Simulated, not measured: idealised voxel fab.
Process module under the name voxel trench capacitor
Each square cell in cross-section cut measures 5 nm, and the section as a whole is 285 nm wide.
Reading order for cross-sections: top band down to bottom band. Underlying form: a grid of square cells. Band size: one or more rows of cells. Top, bottom (nm), then materials left to right with widths (nm); lone material tagged "everywhere" fills the whole band edge to edge; "blank" = empty space. Height reference: 0 = level under which incoming wafer is all one material. Lowest band: no bottom, runs on downward, e.g. "z 0 and below". The expression "30 to 40" gives the width at the extremes of the band, the first number at its top row of cells and the second at its bottom row, with the width changing by equal amounts from each row to the next in between. "stayed the same" for a step: no cell of the cross-section changed in that step. In "Enclosed void listing" the enclosed voids are listed, meaning empty spaces of 8 cells or larger without any opening to the top. The form is width x height at distance, distance from the left edge, units nm. If you see something after the settings on a step's line, that's the simulator's own remark about that step. The setting "overlay nm" may be written on the line of a step. When the step uses a mask, the value reports how far to the right of the planned place the mask lay, and a negative value reports that it lay to the left.
### Planned process steps
1. op RECEIVE | material Si
2. op CONFORMAL_DEP | material SiN | thk nm 10
3. op MASKED_ETCH | tone open | mask id TRENCH | width nm 15 | pitch nm 35 | etch materials SiN | depth nm 10 | overlay nm 0
4. op MASKED_ETCH | tone open | mask id TRENCH | width nm 15 | pitch nm 35 | etch materials Si | depth nm 25 | overlay nm 0
5. op CONFORMAL_DEP | material Al2O3 | thk nm 5
6. op FILL_DEP | material polySi | thk nm 10
7. op CMP | height nm 10
### Cross-sectional view of the wafer in its as-received condition, corresponding to the state after step 1
    z 0 and below  Si everywhere
    Enclosed void listing: none
### First of two wafers, end-of-module section, run followed plan
    z 10 to 0  115 of SiN  5 of Al2O3  5 of polySi  5 of Al2O3  20 of SiN  5 of Al2O3  5 of polySi  5 of Al2O3  120 of SiN
    z 0 to -20  115 of Si  5 of Al2O3  5 of polySi  5 of Al2O3  20 of Si  5 of Al2O3  5 of polySi  5 of Al2O3  120 of Si
    z -20 to -25  115 of Si  15 of Al2O3  20 of Si  15 of Al2O3  120 of Si
    z -25 and below  Si everywhere
    Enclosed void listing: none
### This is the second of the two wafers, cross-sectioned at the end of the module; it started exactly like the first and was given the same plan, but it was run with one mistake
    z 10 to 5  110 of polySi  5 of Al2O3  15 of SiN  5 of Al2O3  10 of polySi  5 of Al2O3  15 of SiN  5 of Al2O3  115 of polySi
    z 5 to 0  115 of Al2O3  15 of SiN  20 of Al2O3  15 of SiN  120 of Al2O3
    z 0 and below  Si everywhere
    Enclosed void listing: none
What was the processing mistake? for step 3, the planned setting was not used; the step was instead run as op MASKED_ETCH | tone cover | mask id TRENCH | width nm 15 | pitch nm 35 | etch materials SiN | depth nm 10 | overlay nm 0
Per the end-of-run cell counts, the second wafer holds more or fewer of some materials than the first: Al2O3 +25, Si +30, SiN -90, polySi +35
